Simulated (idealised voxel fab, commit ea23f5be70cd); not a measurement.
process module | voxel released beams
170 nm wide, 5 nm square cells: that's cross-section cut.
If you're reading a cross-section in this doc, picture square cells in a grid; it comes to you as bands, top ones listed first down to the bottom, and a band can be one or more rows of cells.
Look at the band entry: it leads with the top's height and the bottom's height in nm. Then it lists the materials left to right, with a width in nm for each. The word "full width" on a single material says that material fills the band edge to edge. The word "blank" is empty space.
Where do heights start? At 0: under that level the wafer as delivered is made of one material only. And the lowest band has no floor; it just carries on downward, as in "top 0, no bottom".
It should be noted that a width expressed as "30->40" varies in equal increments from row to row of cells within the band, taking the value of the first number at the top row and that of the second number at the bottom row.
A step reported as "identical to before" is a step in which no cell of the cross-section changed.
"Enclosed void inventory": sealed empty spaces, 8 cells or more, no open way to top, listed width x height at distance, with distance from the left edge and width, height and distance in nm.
It should be noted that, on the line of a given step, the content following the step's settings is a remark produced by the simulator itself with respect to that step.
overlay nm: mask offset rightward from planned place, masked step; negative means leftward offset.
-- Below is the list of planned process steps
- 1: RECEIVE [material Si]
- 2: CONFORMAL_DEP [material Al2O3] [thk nm 5]
- 3: DIRECTIONAL_DEP [material SiO2] [thk nm 5]
- 4: DIRECTIONAL_DEP [material aC] [thk nm 10]
- 5: PATTERN [tone open] [mask id ANCHOR] [material resist] [width nm 35] [thk nm 25] [overlay nm 0]
- 6: DIRECTIONAL_ETCH [etch materials aC] [depth nm 10]
- 7: STRIP [etch materials resist]
- 8: DIRECTIONAL_ETCH [etch materials SiO2] [depth nm 10]
- 9: STRIP [etch materials aC]
- 10: CONFORMAL_DEP [material SiN] [thk nm 10]
- 11: DIRECTIONAL_DEP [material aC] [thk nm 10]
- 12: PATTERN [tone cover] [mask id BEAM] [material resist] [width nm 90] [thk nm 30] [overlay nm 0]
- 13: DIRECTIONAL_ETCH [etch materials aC] [depth nm 10]
- 14: STRIP [etch materials resist]
- 15: DIRECTIONAL_ETCH [etch materials SiN] [depth nm 10]
- 16: STRIP [etch materials aC]
- 17: STRIP [etch materials SiO2]
For this document, wafers share an identical start and vary in the step 3 thk nm; the plan quotes the first wafer's value.
-- Cross-section of the first of several wafers on receipt, reflecting completion of step 1
- top 0, no bottom | Si full width
- Enclosed void inventory: none
-- Wafer cross-section (first of several) - module end, post step 17 (last step)
- top 20, bottom 15 | 35 blank, then 15 SiN, then 15 blank, then 60 SiN, then 45 blank
- top 15, bottom 5 | 35->40 blank, then 90->35 SiN, then 45->95 blank
- top 5, bottom 0 | Al2O3 full width
- top 0, no bottom | Si full width
- Enclosed void inventory: none
-- The last wafer as seen in cross-section at the end of the module
- top 5, bottom 0 | Al2O3 full width
- top 0, no bottom | Si full width
- Enclosed void inventory: none
-- The rows of the table below are wafers. Looking at the end of the module, a row counts, for every material, the cells the wafer has gained, shown as (+), or lost, shown as (-), since it was received; its closed voids come next
thk nm 5, +34 Al2O3, +40 SiN, Enclosed void inventory: none
thk nm 10, +34 Al2O3, +44 SiN, Enclosed void inventory: none
thk nm 15, +34 Al2O3, Enclosed void inventory: none
thk nm 20, +34 Al2O3, Enclosed void inventory: none
thk nm 25, +34 Al2O3, Enclosed void inventory: none
